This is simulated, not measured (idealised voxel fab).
process module | voxel released beams
cross-section cut | 295 nm wide | cells 5 nm
A cross-section is a grid of square cells, given in bands from the top down. A band is one or more rows of cells.
Each band's line starts with the height of the band's top and of its bottom, in nm. Then come its materials from left to right, each with its width in nm. One material with "throughout" fills the band from edge to edge. "air" is empty space.
Height 0 is the level under which the wafer as received is all one material. The lowest band goes on downwards, as in "0 down".
A width such as "30 to 40" changes by the same amount from each row of cells to the next, from the band's top row to its bottom row.
"no change" after a step means that no cell of the cross-section changed.
closed voids: empty space of 8 cells or more with no open way to the top, each as width x height at its distance from the left edge, in nm
after a step's settings: what the simulator itself notes on the step
overlay nm, on a step with a mask: how far to the right of its planned place the mask lay; to the left if negative
plan
1 op RECEIVE | material Si
2 op CONFORMAL_DEP | material SiN | thk nm 5
3 op DIRECTIONAL_DEP | material SiO2 | thk nm 10
4 op MASKED_ETCH | tone open | mask id ANCHOR | width nm 45 | etch materials SiO2 | depth nm 10 | overlay nm 0
5 op CONFORMAL_DEP | material TiN | thk nm 15
6 op PATTERN | tone cover | mask id BEAM | material resist | width nm 105 | thk nm 15 | overlay nm 0
7 op DIRECTIONAL_ETCH | etch materials TiN | depth nm 15
8 op STRIP | etch materials resist
9 op STRIP | etch materials SiO2
first wafer, as planned
as received, after step 1
  0 down: Si throughout
  closed voids: none
after step 2
  5 to 0: SiN throughout
  below 0: unchanged
after step 3
  15 to 5: SiO2 throughout
  below 5: unchanged
after step 4
  15 to 5: SiO2 95 | air 45 | SiO2 155
  below 5: unchanged
after step 5
  30 to 20: TiN 110 | air 15 | TiN 170
  20 to 15: TiN throughout
  15 to 5: SiO2 95 | TiN 45 | SiO2 155
  below 5: unchanged
after step 6
  45 to 30: air 90 | resist 105 | air 100
  30 to 20: TiN 110 | resist 15 | TiN 170
  below 20: unchanged
after step 7
  45 to 30: air 90 | resist 105 | air 100
  30 to 20: air 90 | TiN 20 | resist 15 | TiN 70 | air 100
  20 to 15: air 90 | TiN 105 | air 100
  below 15: unchanged
after step 8
  30 to 20: air 90 | TiN 20 | air 15 | TiN 70 | air 100
  below 20: unchanged
after step 9
  30 to 20: air 90 | TiN 20 | air 15 | TiN 70 | air 100
  20 to 15: air 90 | TiN 105 | air 100
  15 to 5: air 95 | TiN 45 | air 155
  below 5: unchanged
second wafer: like start, like plan, one mistake. Through step 4 it matches the first wafer
when step 5 should have ended
  25 to 15: TiN 105 | air 25 | TiN 165
  15 to 5: SiO2 95 | TiN 45 | SiO2 155
  below 5: unchanged
when step 6 should have ended
  40 to 25: air 90 | resist 105 | air 100
  25 to 15: TiN 105 | resist 25 | TiN 165
  below 15: unchanged
when step 7 should have ended
  40 to 25: air 90 | resist 105 | air 100
  25 to 15: air 90 | TiN 15 | resist 25 | TiN 65 | air 100
  below 15: unchanged
when step 8 should have ended
  25 to 15: air 90 | TiN 15 | air 25 | TiN 65 | air 100
  below 15: unchanged
when step 9 should have ended
  25 to 15: air 90 | TiN 15 | air 25 | TiN 65 | air 100
  15 to 5: air 95 | TiN 45 | air 155
  below 5: unchanged
what went wrong: step 5 ran as: op CONFORMAL_DEP | material TiN | thk nm 10
at the end the second wafer has, in cells: 25 fewer of TiN
